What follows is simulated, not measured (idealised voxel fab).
Process module in this document: voxel tone inversion
The cross-section on display is named cut; it measures 275 nm wide, and its cells are 5 nm squares.
This document writes a cross-section as a grid whose cells are square, and gives it as bands, listed from the top down; one or more rows of cells form a band.
Band: top and bottom heights (nm) first, top before bottom; then materials from left to right, widths in nm. "full width" marks a sole material filling the band edge to edge. "blank" denotes empty space.
Heights from 0 (as-received wafer is one material below). Bottom band endless downward, as "0 down".
The expression "30..40" gives the width at the extremes of the band, the first number at its top row of cells and the second at its bottom row, with the width changing by equal amounts from each row to the next in between.
"nothing altered" (step): cross-section cells unchanged, all of them.
Closed empty spaces (no open way to the top) of 8 cells or more are what "Entrapped void list" lists, each as width x height at distance from the left edge, nm for all three.
Formally, on a step line, whatever follows the settings is a remark that the simulator itself makes on the step.
Each step line may optionally specify "overlay nm", which for a step with a mask gives the rightward distance between the mask's planned place and where it lay, a negative value indicating the leftward direction.
Note: before/after cross-section pairs follow, one process step per pair, after-side truncated at the lowest changed band, step and settings given beneath. Different runs of this module on the same starting wafer may supply the pairs; a pair continues the one above only where the "Pre-step geometry" entry says so.

Pre-step geometry:
> 0 down  Si full width
> Entrapped void list: none

Post-Step Cross-Section:
> 5 to 0  SiN full width
> Beneath the level 0, the cross-section is identical to its previous state.
> Entrapped void list: none
Step linking the sections shown: op CONFORMAL_DEP | material SiN | thk nm 5

Pre-step geometry: per the after cross-section of the pair just above.

Post-Step Cross-Section:
> 25 to 5  polySi full width
> Beneath the level 5, the cross-section is identical to its previous state.
> Entrapped void list: none
Step linking the sections shown: op DIRECTIONAL_DEP | material polySi | thk nm 20

Pre-step geometry: per the after cross-section of the pair just above.

Post-Step Cross-Section:
> 50 to 25  70 of blank / 15 of resist / 25 of blank / 15 of resist / 25 of blank / 15 of resist / 25 of blank / 15 of resist / 70 of blank
> Beneath the level 25, the cross-section is identical to its previous state.
> Entrapped void list: none
Step linking the sections shown: op PATTERN | tone cover | mask id POSTS | material resist | width nm 15 | pitch nm 40 | thk nm 25 | overlay nm 0

Pre-step geometry: per the after cross-section of the pair just above.

Post-Step Cross-Section:
> 50 to 25  70 of blank / 15 of resist / 25 of blank / 15 of resist / 25 of blank / 15 of resist / 25 of blank / 15 of resist / 70 of blank
> 25 to 5  70 of blank / 15 of polySi / 25 of blank / 15 of polySi / 25 of blank / 15 of polySi / 25 of blank / 15 of polySi / 70 of blank
> Beneath the level 5, the cross-section is identical to its previous state.
> Entrapped void list: none
Step linking the sections shown: op DIRECTIONAL_ETCH | etch materials polySi | depth nm 20

Pre-step geometry: per the after cross-section of the pair just above.

Post-Step Cross-Section:
> 25 to 5  70 of blank / 15 of polySi / 25 of blank / 15 of polySi / 25 of blank / 15 of polySi / 25 of blank / 15 of polySi / 70 of blank
> Beneath the level 5, the cross-section is identical to its previous state.
> Entrapped void list: none
Step linking the sections shown: op STRIP | etch materials resist

Pre-step geometry: per the after cross-section of the pair just above.

Post-Step Cross-Section:
> 30 to 25  lowk full width
> 25 to 5  70 of lowk / 15 of polySi / 25 of lowk / 15 of polySi / 25 of lowk / 15 of polySi / 25 of lowk / 15 of polySi / 70 of lowk
> Beneath the level 5, the cross-section is identical to its previous state.
> Entrapped void list: none
Step linking the sections shown: op FILL_DEP | material lowk | thk nm 5

Pre-step geometry: per the after cross-section of the pair just above.

Post-Step Cross-Section:
> 25 to 5  70 of lowk / 15 of polySi / 25 of lowk / 15 of polySi / 25 of lowk / 15 of polySi / 25 of lowk / 15 of polySi / 70 of lowk
> Beneath the level 5, the cross-section is identical to its previous state.
> Entrapped void list: none
Step linking the sections shown: op CMP | height nm 25

Pre-step geometry: per the after cross-section of the pair just above.

Post-Step Cross-Section:
> 25 to 5  70 of lowk / 15 of blank / 25 of lowk / 15 of blank / 25 of lowk / 15 of blank / 25 of lowk / 15 of blank / 70 of lowk
> Beneath the level 5, the cross-section is identical to its previous state.
> Entrapped void list: none
Step linking the sections shown: op STRIP | etch materials polySi

Pre-step geometry: per the after cross-section of the pair just above.

Post-Step Cross-Section:
> 30 to 25  75 of TiN / 5 of blank / 35 of TiN / 5 of blank / 35 of TiN / 5 of blank / 35 of TiN / 5 of blank / 75 of TiN
> 25 to 10  70 of lowk / 5 of TiN / 5 of blank / 5 of TiN / 25 of lowk / 5 of TiN / 5 of blank / 5 of TiN / 25 of lowk / 5 of TiN / 5 of blank / 5 of TiN / 25 of lowk / 5 of TiN / 5 of blank / 5 of TiN / 70 of lowk
> 10 to 5  70 of lowk / 15 of TiN / 25 of lowk / 15 of TiN / 25 of lowk / 15 of TiN / 25 of lowk / 15 of TiN / 70 of lowk
> Beneath the level 5, the cross-section is identical to its previous state.
> Entrapped void list: none
Step linking the sections shown: op CONFORMAL_DEP | material TiN | thk nm 5

Pre-step geometry: per the after cross-section of the pair just above.

Post-Step Cross-Section:
> 40 to 30  Ru full width
> 30 to 25  75 of TiN / 5 of Ru / 35 of TiN / 5 of Ru / 35 of TiN / 5 of Ru / 35 of TiN / 5 of Ru / 75 of TiN
> 25 to 10  70 of lowk / 5 of TiN / 5 of Ru / 5 of TiN / 25 of lowk / 5 of TiN / 5 of Ru / 5 of TiN / 25 of lowk / 5 of TiN / 5 of Ru / 5 of TiN / 25 of lowk / 5 of TiN / 5 of Ru / 5 of TiN / 70 of lowk
> Beneath the level 10, the cross-section is identical to its previous state.
> Entrapped void list: none
Step linking the sections shown: op FILL_DEP | material Ru | thk nm 10

Pre-step geometry: per the after cross-section of the pair just above.

Post-Step Cross-Section:
> 25 to 10  70 of lowk / 5 of TiN / 5 of Ru / 5 of TiN / 25 of lowk / 5 of TiN / 5 of Ru / 5 of TiN / 25 of lowk / 5 of TiN / 5 of Ru / 5 of TiN / 25 of lowk / 5 of TiN / 5 of Ru / 5 of TiN / 70 of lowk
> Beneath the level 10, the cross-section is identical to its previous state.
> Entrapped void list: none
Step linking the sections shown: op CMP | height nm 25

Pre-step geometry: per the after cross-section of the pair just above.

Post-Step Cross-Section:
> 30 to 25  SiCN full width
> Beneath the level 25, the cross-section is identical to its previous state.
> Entrapped void list: none
Step linking the sections shown: op CONFORMAL_DEP | material SiCN | thk nm 5

Pre-step geometry:
> 40 to 30  Ru full width
> 30 to 25  75 of TiN / 5 of Ru / 35 of TiN / 5 of Ru / 35 of TiN / 5 of Ru / 35 of TiN / 5 of Ru / 75 of TiN
> 25 to 10  70 of lowk / 5 of TiN / 5 of Ru / 5 of TiN / 25 of lowk / 5 of TiN / 5 of Ru / 5 of TiN / 25 of lowk / 5 of TiN / 5 of Ru / 5 of TiN / 25 of lowk / 5 of TiN / 5 of Ru / 5 of TiN / 70 of lowk
> 10 to 5  70 of lowk / 15 of TiN / 25 of lowk / 15 of TiN / 25 of lowk / 15 of TiN / 25 of lowk / 15 of TiN / 70 of lowk
> 5 to 0  SiN full width
> 0 down  Si full width
> Entrapped void list: none

Post-Step Cross-Section:
> 45 to 40  SiCN full width
> Beneath the level 40, the cross-section is identical to its previous state.
> Entrapped void list: none
Step linking the sections shown: op CONFORMAL_DEP | material SiCN | thk nm 5

Pre-step geometry:
> 30 to 25  lowk full width
> 25 to 5  70 of lowk / 15 of polySi / 25 of lowk / 15 of polySi / 25 of lowk / 15 of polySi / 25 of lowk / 15 of polySi / 70 of lowk
> 5 to 0  SiN full width
> 0 down  Si full width
> Entrapped void list: none

Post-Step Cross-Section:
> 35 to 25  lowk full width
> Beneath the level 25, the cross-section is identical to its previous state.
> Entrapped void list: none
Step linking the sections shown: op FILL_DEP | material lowk | thk nm 5

Pre-step geometry: per the after cross-section of the pair just above.

Post-Step Cross-Section:
> 25 to 5  70 of lowk / 15 of polySi / 25 of lowk / 15 of polySi / 25 of lowk / 15 of polySi / 25 of lowk / 15 of polySi / 70 of lowk
> Beneath the level 5, the cross-section is identical to its previous state.
> Entrapped void list: none
Step linking the sections shown: op CMP | height nm 25

Pre-step geometry:
> 0 down  Si full width
> Entrapped void list: none

Post-Step Cross-Section:
> 20 to 0  polySi full width
> Beneath the level 0, the cross-section is identical to its previous state.
> Entrapped void list: none
Step linking the sections shown: op DIRECTIONAL_DEP | material polySi | thk nm 20

Pre-step geometry: per the after cross-section of the pair just above.

Post-Step Cross-Section:
> 25 to 20  SiN full width
> Beneath the level 20, the cross-section is identical to its previous state.
> Entrapped void list: none
Step linking the sections shown: op CONFORMAL_DEP | material SiN | thk nm 5

Pre-step geometry: per the after cross-section of the pair just above.

Post-Step Cross-Section:
> 50 to 25  70 of blank / 15 of resist / 25 of blank / 15 of resist / 25 of blank / 15 of resist / 25 of blank / 15 of resist / 70 of blank
> Beneath the level 25, the cross-section is identical to its previous state.
> Entrapped void list: none
Step linking the sections shown: op PATTERN | tone cover | mask id POSTS | material resist | width nm 15 | pitch nm 40 | thk nm 25 | overlay nm 0

Pre-step geometry: per the after cross-section of the pair just above.

Post-Step Cross-Section:
> 25 to 20  SiN full width
> Beneath the level 20, the cross-section is identical to its previous state.
> Entrapped void list: none
Step linking the sections shown: op STRIP | etch materials resist

Pre-step geometry: per the after cross-section of the pair just above.

Post-Step Cross-Section:
> 30 to 25  lowk full width
> Beneath the level 25, the cross-section is identical to its previous state.
> Entrapped void list: none
Step linking the sections shown: op FILL_DEP | material lowk | thk nm 5

Pre-step geometry: per the after cross-section of the pair just above.

Post-Step Cross-Section:
> 25 to 20  SiN full width
> Beneath the level 20, the cross-section is identical to its previous state.
> Entrapped void list: none
Step linking the sections shown: op CMP | height nm 25

Pre-step geometry: per the after cross-section of the pair just above.

Post-Step Cross-Section:
> 30 to 25  TiN full width
> Beneath the level 25, the cross-section is identical to its previous state.
> Entrapped void list: none
Step linking the sections shown: op CONFORMAL_DEP | material TiN | thk nm 5

Pre-step geometry: per the after cross-section of the pair just above.

Post-Step Cross-Section:
> 40 to 30  Ru full width
> Beneath the level 30, the cross-section is identical to its previous state.
> Entrapped void list: none
Step linking the sections shown: op FILL_DEP | material Ru | thk nm 10

Pre-step geometry: per the after cross-section of the pair just above.

Post-Step Cross-Section:
> 25 to 20  SiN full width
> Beneath the level 20, the cross-section is identical to its previous state.
> Entrapped void list: none
Step linking the sections shown: op CMP | height nm 25

Pre-step geometry: per the after cross-section of the pair just above.

Post-Step Cross-Section:
> 30 to 25  SiCN full width
> Beneath the level 25, the cross-section is identical to its previous state.
> Entrapped void list: none
Step linking the sections shown: op CONFORMAL_DEP | material SiCN | thk nm 5

Pre-step geometry:
> 40 to 30  Ru full width
> 30 to 25  75 of TiN / 5 of Ru / 35 of TiN / 5 of Ru / 35 of TiN / 5 of Ru / 35 of TiN / 5 of Ru / 75 of TiN
> 25 to 10  70 of lowk / 5 of TiN / 5 of Ru / 5 of TiN / 25 of lowk / 5 of TiN / 5 of Ru / 5 of TiN / 25 of lowk / 5 of TiN / 5 of Ru / 5 of TiN / 25 of lowk / 5 of TiN / 5 of Ru / 5 of TiN / 70 of lowk
> 10 to 5  70 of lowk / 15 of TiN / 25 of lowk / 15 of TiN / 25 of lowk / 15 of TiN / 25 of lowk / 15 of TiN / 70 of lowk
> 5 to 0  SiN full width
> 0 down  Si full width
> Entrapped void list: none

Post-Step Cross-Section:
> 20 to 10  70 of lowk / 5 of TiN / 5 of Ru / 5 of TiN / 25 of lowk / 5 of TiN / 5 of Ru / 5 of TiN / 25 of lowk / 5 of TiN / 5 of Ru / 5 of TiN / 25 of lowk / 5 of TiN / 5 of Ru / 5 of TiN / 70 of lowk
> Beneath the level 10, the cross-section is identical to its previous state.
> Entrapped void list: none
Step linking the sections shown: op CMP | height nm 20

Pre-step geometry: per the after cross-section of the pair just above.

Post-Step Cross-Section:
> 25 to 20  SiCN full width
> Beneath the level 20, the cross-section is identical to its previous state.
> Entrapped void list: none
Step linking the sections shown: op CONFORMAL_DEP | material SiCN | thk nm 5

Pre-step geometry:
> 25 to 5  polySi full width
> 5 to 0  SiN full width
> 0 down  Si full width
> Entrapped void list: none

Post-Step Cross-Section:
> 50 to 25  65 of blank / 25 of resist / 15 of blank / 25 of resist / 15 of blank / 25 of resist / 15 of blank / 25 of resist / 65 of blank
> Beneath the level 25, the cross-section is identical to its previous state.
> Entrapped void list: none
Step linking the sections shown: op PATTERN | tone cover | mask id POSTS | material resist | width nm 25 | pitch nm 40 | thk nm 25 | overlay nm 0

Pre-step geometry: per the after cross-section of the pair just above.

Post-Step Cross-Section:
> 50 to 25  65 of blank / 25 of resist / 15 of blank / 25 of resist / 15 of blank / 25 of resist / 15 of blank / 25 of resist / 65 of blank
> 25 to 5  65 of blank / 25 of polySi / 15 of blank / 25 of polySi / 15 of blank / 25 of polySi / 15 of blank / 25 of polySi / 65 of blank
> Beneath the level 5, the cross-section is identical to its previous state.
> Entrapped void list: none
Step linking the sections shown: op DIRECTIONAL_ETCH | etch materials polySi | depth nm 20

Pre-step geometry: per the after cross-section of the pair just above.

Post-Step Cross-Section:
> 25 to 5  65 of blank / 25 of polySi / 15 of blank / 25 of polySi / 15 of blank / 25 of polySi / 15 of blank / 25 of polySi / 65 of blank
> Beneath the level 5, the cross-section is identical to its previous state.
> Entrapped void list: none
Step linking the sections shown: op STRIP | etch materials resist

Pre-step geometry: per the after cross-section of the pair just above.

Post-Step Cross-Section:
> 30 to 25  lowk full width
> 25 to 5  65 of lowk / 25 of polySi / 15 of lowk / 25 of polySi / 15 of lowk / 25 of polySi / 15 of lowk / 25 of polySi / 65 of lowk
> Beneath the level 5, the cross-section is identical to its previous state.
> Entrapped void list: none
Step linking the sections shown: op FILL_DEP | material lowk | thk nm 5

Pre-step geometry: per the after cross-section of the pair just above.

Post-Step Cross-Section:
> 25 to 5  65 of lowk / 25 of polySi / 15 of lowk / 25 of polySi / 15 of lowk / 25 of polySi / 15 of lowk / 25 of polySi / 65 of lowk
> Beneath the level 5, the cross-section is identical to its previous state.
> Entrapped void list: none
Step linking the sections shown: op CMP | height nm 25

Pre-step geometry: per the after cross-section of the pair just above.

Post-Step Cross-Section:
> 25 to 5  65 of lowk / 25 of blank / 15 of lowk / 25 of blank / 15 of lowk / 25 of blank / 15 of lowk / 25 of blank / 65 of lowk
> Beneath the level 5, the cross-section is identical to its previous state.
> Entrapped void list: none
Step linking the sections shown: op STRIP | etch materials polySi

Pre-step geometry: per the after cross-section of the pair just above.

Post-Step Cross-Section:
> 30 to 25  70 of TiN / 15 of blank / 25 of TiN / 15 of blank / 25 of TiN / 15 of blank / 25 of TiN / 15 of blank / 70 of TiN
> 25 to 10  65 of lowk / 5 of TiN / 15 of blank / 5 of TiN / 15 of lowk / 5 of TiN / 15 of blank / 5 of TiN / 15 of lowk / 5 of TiN / 15 of blank / 5 of TiN / 15 of lowk / 5 of TiN / 15 of blank / 5 of TiN / 65 of lowk
> 10 to 5  65 of lowk / 25 of TiN / 15 of lowk / 25 of TiN / 15 of lowk / 25 of TiN / 15 of lowk / 25 of TiN / 65 of lowk
> Beneath the level 5, the cross-section is identical to its previous state.
> Entrapped void list: none
Step linking the sections shown: op CONFORMAL_DEP | material TiN | thk nm 5

Pre-step geometry: per the after cross-section of the pair just above.

Post-Step Cross-Section:
> 40 to 30  Ru full width
> 30 to 25  70 of TiN / 15 of Ru / 25 of TiN / 15 of Ru / 25 of TiN / 15 of Ru / 25 of TiN / 15 of Ru / 70 of TiN
> 25 to 10  65 of lowk / 5 of TiN / 15 of Ru / 5 of TiN / 15 of lowk / 5 of TiN / 15 of Ru / 5 of TiN / 15 of lowk / 5 of TiN / 15 of Ru / 5 of TiN / 15 of lowk / 5 of TiN / 15 of Ru / 5 of TiN / 65 of lowk
> Beneath the level 10, the cross-section is identical to its previous state.
> Entrapped void list: none
Step linking the sections shown: op FILL_DEP | material Ru | thk nm 10

Pre-step geometry: per the after cross-section of the pair just above.

Post-Step Cross-Section:
> 25 to 10  65 of lowk / 5 of TiN / 15 of Ru / 5 of TiN / 15 of lowk / 5 of TiN / 15 of Ru / 5 of TiN / 15 of lowk / 5 of TiN / 15 of Ru / 5 of TiN / 15 of lowk / 5 of TiN / 15 of Ru / 5 of TiN / 65 of lowk
> Beneath the level 10, the cross-section is identical to its previous state.
> Entrapped void list: none
Step linking the sections shown: op CMP | height nm 25

Pre-step geometry: per the after cross-section of the pair just above.

Post-Step Cross-Section:
> 30 to 25  SiCN full width
> Beneath the level 25, the cross-section is identical to its previous state.
> Entrapped void list: none
Step linking the sections shown: op CONFORMAL_DEP | material SiCN | thk nm 5

Pre-step geometry:
> 25 to 5  polySi full width
> 5 to 0  SiN full width
> 0 down  Si full width
> Entrapped void list: none

Post-Step Cross-Section:
> 50 to 25  75 of blank / 15 of resist / 25 of blank / 15 of resist / 25 of blank / 15 of resist / 25 of blank / 15 of resist / 65 of blank
> Beneath the level 25, the cross-section is identical to its previous state.
> Entrapped void list: none
Step linking the sections shown: op PATTERN | tone cover | mask id POSTS | material resist | width nm 15 | pitch nm 40 | thk nm 25 | overlay nm 5

Pre-step geometry: per the after cross-section of the pair just above.

Post-Step Cross-Section:
> 50 to 25  75 of blank / 15 of resist / 25 of blank / 15 of resist / 25 of blank / 15 of resist / 25 of blank / 15 of resist / 65 of blank
> 25 to 5  75 of blank / 15 of polySi / 25 of blank / 15 of polySi / 25 of blank / 15 of polySi / 25 of blank / 15 of polySi / 65 of blank
> Beneath the level 5, the cross-section is identical to its previous state.
> Entrapped void list: none
Step linking the sections shown: op DIRECTIONAL_ETCH | etch materials polySi | depth nm 20

Pre-step geometry: per the after cross-section of the pair just above.

Post-Step Cross-Section:
> 25 to 5  75 of blank / 15 of polySi / 25 of blank / 15 of polySi / 25 of blank / 15 of polySi / 25 of blank / 15 of polySi / 65 of blank
> Beneath the level 5, the cross-section is identical to its previous state.
> Entrapped void list: none
Step linking the sections shown: op STRIP | etch materials resist

Pre-step geometry: per the after cross-section of the pair just above.

Post-Step Cross-Section:
> 30 to 25  lowk full width
> 25 to 5  75 of lowk / 15 of polySi / 25 of lowk / 15 of polySi / 25 of lowk / 15 of polySi / 25 of lowk / 15 of polySi / 65 of lowk
> Beneath the level 5, the cross-section is identical to its previous state.
> Entrapped void list: none
Step linking the sections shown: op FILL_DEP | material lowk | thk nm 5

Pre-step geometry: per the after cross-section of the pair just above.

Post-Step Cross-Section:
> 25 to 5  75 of lowk / 15 of polySi / 25 of lowk / 15 of polySi / 25 of lowk / 15 of polySi / 25 of lowk / 15 of polySi / 65 of lowk
> Beneath the level 5, the cross-section is identical to its previous state.
> Entrapped void list: none
Step linking the sections shown: op CMP | height nm 25

Pre-step geometry: per the after cross-section of the pair just above.

Post-Step Cross-Section:
> 25 to 5  75 of lowk / 15 of blank / 25 of lowk / 15 of blank / 25 of lowk / 15 of blank / 25 of lowk / 15 of blank / 65 of lowk
> Beneath the level 5, the cross-section is identical to its previous state.
> Entrapped void list: none
Step linking the sections shown: op STRIP | etch materials polySi

Pre-step geometry: per the after cross-section of the pair just above.

Post-Step Cross-Section:
> 30 to 25  80 of TiN / 5 of blank / 35 of TiN / 5 of blank / 35 of TiN / 5 of blank / 35 of TiN / 5 of blank / 70 of TiN
> 25 to 10  75 of lowk / 5 of TiN / 5 of blank / 5 of TiN / 25 of lowk / 5 of TiN / 5 of blank / 5 of TiN / 25 of lowk / 5 of TiN / 5 of blank / 5 of TiN / 25 of lowk / 5 of TiN / 5 of blank / 5 of TiN / 65 of lowk
> 10 to 5  75 of lowk / 15 of TiN / 25 of lowk / 15 of TiN / 25 of lowk / 15 of TiN / 25 of lowk / 15 of TiN / 65 of lowk
> Beneath the level 5, the cross-section is identical to its previous state.
> Entrapped void list: none
Step linking the sections shown: op CONFORMAL_DEP | material TiN | thk nm 5

Pre-step geometry: per the after cross-section of the pair just above.

Post-Step Cross-Section:
> 40 to 30  Ru full width
> 30 to 25  80 of TiN / 5 of Ru / 35 of TiN / 5 of Ru / 35 of TiN / 5 of Ru / 35 of TiN / 5 of Ru / 70 of TiN
> 25 to 10  75 of lowk / 5 of TiN / 5 of Ru / 5 of TiN / 25 of lowk / 5 of TiN / 5 of Ru / 5 of TiN / 25 of lowk / 5 of TiN / 5 of Ru / 5 of TiN / 25 of lowk / 5 of TiN / 5 of Ru / 5 of TiN / 65 of lowk
> Beneath the level 10, the cross-section is identical to its previous state.
> Entrapped void list: none
Step linking the sections shown: op FILL_DEP | material Ru | thk nm 10

Pre-step geometry: per the after cross-section of the pair just above.

Post-Step Cross-Section:
> 25 to 10  75 of lowk / 5 of TiN / 5 of Ru / 5 of TiN / 25 of lowk / 5 of TiN / 5 of Ru / 5 of TiN / 25 of lowk / 5 of TiN / 5 of Ru / 5 of TiN / 25 of lowk / 5 of TiN / 5 of Ru / 5 of TiN / 65 of lowk
> Beneath the level 10, the cross-section is identical to its previous state.
> Entrapped void list: none
Step linking the sections shown: op CMP | height nm 25

Pre-step geometry: per the after cross-section of the pair just above.

Post-Step Cross-Section:
> 30 to 25  SiCN full width
> Beneath the level 25, the cross-section is identical to its previous state.
> Entrapped void list: none
Step linking the sections shown: op CONFORMAL_DEP | material SiCN | thk nm 5

Pre-step geometry:
> 0 down  Si full width
> Entrapped void list: none

Post-Step Cross-Section:
> 5 to 0  TiN full width
> Beneath the level 0, the cross-section is identical to its previous state.
> Entrapped void list: none
Step linking the sections shown: op CONFORMAL_DEP | material TiN | thk nm 5

Pre-step geometry: per the after cross-section of the pair just above.

Post-Step Cross-Section:
> 25 to 5  polySi full width
> Beneath the level 5, the cross-section is identical to its previous state.
> Entrapped void list: none
Step linking the sections shown: op DIRECTIONAL_DEP | material polySi | thk nm 20

Pre-step geometry: per the after cross-section of the pair just above.

Post-Step Cross-Section:
> 50 to 25  70 of blank / 15 of resist / 25 of blank / 15 of resist / 25 of blank / 15 of resist / 25 of blank / 15 of resist / 70 of blank
> Beneath the level 25, the cross-section is identical to its previous state.
> Entrapped void list: none
Step linking the sections shown: op PATTERN | tone cover | mask id POSTS | material resist | width nm 15 | pitch nm 40 | thk nm 25 | overlay nm 0

Pre-step geometry: per the after cross-section of the pair just above.

Post-Step Cross-Section:
> 50 to 25  70 of blank / 15 of resist / 25 of blank / 15 of resist / 25 of blank / 15 of resist / 25 of blank / 15 of resist / 70 of blank
> 25 to 5  70 of blank / 15 of polySi / 25 of blank / 15 of polySi / 25 of blank / 15 of polySi / 25 of blank / 15 of polySi / 70 of blank
> Beneath the level 5, the cross-section is identical to its previous state.
> Entrapped void list: none
Step linking the sections shown: op DIRECTIONAL_ETCH | etch materials polySi | depth nm 20

Pre-step geometry: per the after cross-section of the pair just above.

Post-Step Cross-Section:
> 25 to 5  70 of blank / 15 of polySi / 25 of blank / 15 of polySi / 25 of blank / 15 of polySi / 25 of blank / 15 of polySi / 70 of blank
> Beneath the level 5, the cross-section is identical to its previous state.
> Entrapped void list: none
Step linking the sections shown: op STRIP | etch materials resist

Pre-step geometry: per the after cross-section of the pair just above.

Post-Step Cross-Section:
> 30 to 25  lowk full width
> 25 to 5  70 of lowk / 15 of polySi / 25 of lowk / 15 of polySi / 25 of lowk / 15 of polySi / 25 of lowk / 15 of polySi / 70 of lowk
> Beneath the level 5, the cross-section is identical to its previous state.
> Entrapped void list: none
Step linking the sections shown: op FILL_DEP | material lowk | thk nm 5

Pre-step geometry: per the after cross-section of the pair just above.

Post-Step Cross-Section:
> 25 to 5  70 of lowk / 15 of polySi / 25 of lowk / 15 of polySi / 25 of lowk / 15 of polySi / 25 of lowk / 15 of polySi / 70 of lowk
> Beneath the level 5, the cross-section is identical to its previous state.
> Entrapped void list: none
Step linking the sections shown: op CMP | height nm 25

Pre-step geometry: per the after cross-section of the pair just above.

Post-Step Cross-Section:
> 25 to 5  70 of lowk / 15 of blank / 25 of lowk / 15 of blank / 25 of lowk / 15 of blank / 25 of lowk / 15 of blank / 70 of lowk
> Beneath the level 5, the cross-section is identical to its previous state.
> Entrapped void list: none
Step linking the sections shown: op STRIP | etch materials polySi

Pre-step geometry: per the after cross-section of the pair just above.

Post-Step Cross-Section:
> 30 to 25  75 of TiN / 5 of blank / 35 of TiN / 5 of blank / 35 of TiN / 5 of blank / 35 of TiN / 5 of blank / 75 of TiN
> 25 to 10  70 of lowk / 5 of TiN / 5 of blank / 5 of TiN / 25 of lowk / 5 of TiN / 5 of blank / 5 of TiN / 25 of lowk / 5 of TiN / 5 of blank / 5 of TiN / 25 of lowk / 5 of TiN / 5 of blank / 5 of TiN / 70 of lowk
> 10 to 5  70 of lowk / 15 of TiN / 25 of lowk / 15 of TiN / 25 of lowk / 15 of TiN / 25 of lowk / 15 of TiN / 70 of lowk
> Beneath the level 5, the cross-section is identical to its previous state.
> Entrapped void list: none
Step linking the sections shown: op CONFORMAL_DEP | material TiN | thk nm 5

Pre-step geometry: per the after cross-section of the pair just above.

Post-Step Cross-Section:
> 40 to 30  Ru full width
> 30 to 25  75 of TiN / 5 of Ru / 35 of TiN / 5 of Ru / 35 of TiN / 5 of Ru / 35 of TiN / 5 of Ru / 75 of TiN
> 25 to 10  70 of lowk / 5 of TiN / 5 of Ru / 5 of TiN / 25 of lowk / 5 of TiN / 5 of Ru / 5 of TiN / 25 of lowk / 5 of TiN / 5 of Ru / 5 of TiN / 25 of lowk / 5 of TiN / 5 of Ru / 5 of TiN / 70 of lowk
> Beneath the level 10, the cross-section is identical to its previous state.
> Entrapped void list: none
Step linking the sections shown: op FILL_DEP | material Ru | thk nm 10

Pre-step geometry: per the after cross-section of the pair just above.

Post-Step Cross-Section:
> 25 to 10  70 of lowk / 5 of TiN / 5 of Ru / 5 of TiN / 25 of lowk / 5 of TiN / 5 of Ru / 5 of TiN / 25 of lowk / 5 of TiN / 5 of Ru / 5 of TiN / 25 of lowk / 5 of TiN / 5 of Ru / 5 of TiN / 70 of lowk
> Beneath the level 10, the cross-section is identical to its previous state.
> Entrapped void list: none
Step linking the sections shown: op CMP | height nm 25

Pre-step geometry: per the after cross-section of the pair just above.

Post-Step Cross-Section:
> 30 to 25  SiCN full width
> Beneath the level 25, the cross-section is identical to its previous state.
> Entrapped void list: none
Step linking the sections shown: op CONFORMAL_DEP | material SiCN | thk nm 5

Pre-step geometry:
> 25 to 5  polySi full width
> 5 to 0  SiN full width
> 0 down  Si full width
> Entrapped void list: none

Post-Step Cross-Section:
> 50 to 25  70 of resist / 15 of blank / 25 of resist / 15 of blank / 25 of resist / 15 of blank / 25 of resist / 15 of blank / 70 of resist
> Beneath the level 25, the cross-section is identical to its previous state.
> Entrapped void list: none
Step linking the sections shown: op PATTERN | tone open | mask id POSTS | material resist | width nm 15 | pitch nm 40 | thk nm 25 | overlay nm 0

Pre-step geometry: per the after cross-section of the pair just above.

Post-Step Cross-Section:
> 50 to 25  70 of resist / 15 of blank / 25 of resist / 15 of blank / 25 of resist / 15 of blank / 25 of resist / 15 of blank / 70 of resist
> 25 to 5  70 of polySi / 15 of blank / 25 of polySi / 15 of blank / 25 of polySi / 15 of blank / 25 of polySi / 15 of blank / 70 of polySi
> Beneath the level 5, the cross-section is identical to its previous state.
> Entrapped void list: none
Step linking the sections shown: op DIRECTIONAL_ETCH | etch materials polySi | depth nm 20

Pre-step geometry: per the after cross-section of the pair just above.

Post-Step Cross-Section:
> 25 to 5  70 of polySi / 15 of blank / 25 of polySi / 15 of blank / 25 of polySi / 15 of blank / 25 of polySi / 15 of blank / 70 of polySi
> Beneath the level 5, the cross-section is identical to its previous state.
> Entrapped void list: none
Step linking the sections shown: op STRIP | etch materials resist

Pre-step geometry: per the after cross-section of the pair just above.

Post-Step Cross-Section:
> 30 to 25  lowk full width
> 25 to 5  70 of polySi / 15 of lowk / 25 of polySi / 15 of lowk / 25 of polySi / 15 of lowk / 25 of polySi / 15 of lowk / 70 of polySi
> Beneath the level 5, the cross-section is identical to its previous state.
> Entrapped void list: none
Step linking the sections shown: op FILL_DEP | material lowk | thk nm 5

Pre-step geometry: per the after cross-section of the pair just above.

Post-Step Cross-Section:
> 25 to 5  70 of polySi / 15 of lowk / 25 of polySi / 15 of lowk / 25 of polySi / 15 of lowk / 25 of polySi / 15 of lowk / 70 of polySi
> Beneath the level 5, the cross-section is identical to its previous state.
> Entrapped void list: none
Step linking the sections shown: op CMP | height nm 25

Pre-step geometry: per the after cross-section of the pair just above.

Post-Step Cross-Section:
> 25 to 5  70 of blank / 15 of lowk / 25 of blank / 15 of lowk / 25 of blank / 15 of lowk / 25 of blank / 15 of lowk / 70 of blank
> Beneath the level 5, the cross-section is identical to its previous state.
> Entrapped void list: none
Step linking the sections shown: op STRIP | etch materials polySi

Pre-step geometry: per the after cross-section of the pair just above.

Post-Step Cross-Section:
> 30 to 25  65 of blank / 25 of TiN / 15 of blank / 25 of TiN / 15 of blank / 25 of TiN / 15 of blank / 25 of TiN / 65 of blank
> 25 to 10  65 of blank / 5 of TiN / 15 of lowk / 5 of TiN / 15 of blank / 5 of TiN / 15 of lowk / 5 of TiN / 15 of blank / 5 of TiN / 15 of lowk / 5 of TiN / 15 of blank / 5 of TiN / 15 of lowk / 5 of TiN / 65 of blank
> 10 to 5  70 of TiN / 15 of lowk / 25 of TiN / 15 of lowk / 25 of TiN / 15 of lowk / 25 of TiN / 15 of lowk / 70 of TiN
> Beneath the level 5, the cross-section is identical to its previous state.
> Entrapped void list: none
Step linking the sections shown: op CONFORMAL_DEP | material TiN | thk nm 5

Pre-step geometry: per the after cross-section of the pair just above.

Post-Step Cross-Section:
> 40 to 30  Ru full width
> 30 to 25  65 of Ru / 25 of TiN / 15 of Ru / 25 of TiN / 15 of Ru / 25 of TiN / 15 of Ru / 25 of TiN / 65 of Ru
> 25 to 10  65 of Ru / 5 of TiN / 15 of lowk / 5 of TiN / 15 of Ru / 5 of TiN / 15 of lowk / 5 of TiN / 15 of Ru / 5 of TiN / 15 of lowk / 5 of TiN / 15 of Ru / 5 of TiN / 15 of lowk / 5 of TiN / 65 of Ru
> Beneath the level 10, the cross-section is identical to its previous state.
> Entrapped void list: none
Step linking the sections shown: op FILL_DEP | material Ru | thk nm 10
